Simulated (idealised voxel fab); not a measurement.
process module | voxel self aligned contacts
cross-section cut | 250 nm wide | cells 5 nm
A cross-section is a grid of square cells, given in bands from the top down. A band is one or more rows of cells.
Each band's line starts with the height of the band's top and of its bottom, in nm. Then come its materials from left to right, each with its width in nm. One material with "throughout" fills the band from edge to edge. "air" is empty space.
Height 0 is the level under which the wafer as received is all one material. The lowest band goes on downwards, as in "0 down".
A width such as "30 to 40" changes by the same amount from each row of cells to the next, from the band's top row to its bottom row.
"no change" after a step means that no cell of the cross-section changed.
closed voids: empty space of 8 cells or more with no open way to the top, each as width x height at its distance from the left edge, in nm
after a step's settings: what the simulator itself notes on the step
overlay nm, on a step with a mask: how far to the right of its planned place the mask lay; to the left if negative
plan
1 op RECEIVE | material Si
2 op OXIDIZE | depth nm 5
3 op DIRECTIONAL_DEP | material polySi | thk nm 30
4 op DIRECTIONAL_DEP | material SiN | thk nm 20
5 op PATTERN | tone cover | mask id GATE | material resist | width nm 25 | pitch nm 60 | thk nm 15 | overlay nm 0
6 op DIRECTIONAL_ETCH | etch materials SiN | depth nm 20
7 op DIRECTIONAL_ETCH | etch materials polySi | depth nm 30
8 op STRIP | etch materials resist
9 op CONFORMAL_DEP | material SiN | thk nm 10
10 op DIRECTIONAL_ETCH | etch materials SiN | depth nm 10
11 op FILL_DEP | material SiO2 | thk nm 10
12 op CMP | height nm 55
13 op DIRECTIONAL_DEP | material aC | thk nm 15
14 op PATTERN | tone open | mask id CONTACT | material resist | width nm 45 | thk nm 35 | overlay nm 0
15 op DIRECTIONAL_ETCH | etch materials aC | depth nm 15
16 op STRIP | etch materials resist
17 op DIRECTIONAL_ETCH | etch materials SiO2 | depth nm 60
18 op STRIP | etch materials aC
19 op CONFORMAL_DEP | material TiN | thk nm 5
20 op FILL_DEP | material W | thk nm 10
21 op CMP | height nm 55
22 op CONFORMAL_DEP | material SiCN | thk nm 5
as received, after step 1
  0 down: Si throughout
  closed voids: none
a wafer at the end: this start, this plan, one mistake
  60 to 55: SiCN throughout
  55 to 50: SiO2 100 | SiCN 20 | W 5 | SiCN 20 | SiO2 105
  50 to 30: SiO2 70 | SiN 45 | SiCN 5 | W 5 | SiCN 5 | SiN 45 | SiO2 75
  30 to 0: SiO2 70 | SiN 10 | polySi 25 | SiN 10 | SiCN 5 | W 5 | SiCN 5 | SiN 10 | polySi 25 | SiN 10 | SiO2 75
  0 to -5: SiO2 115 | SiCN 15 | SiO2 120
  -5 down: Si throughout
  closed voids: none
what went wrong: step 19 ran as: op CONFORMAL_DEP | material SiCN | thk nm 5
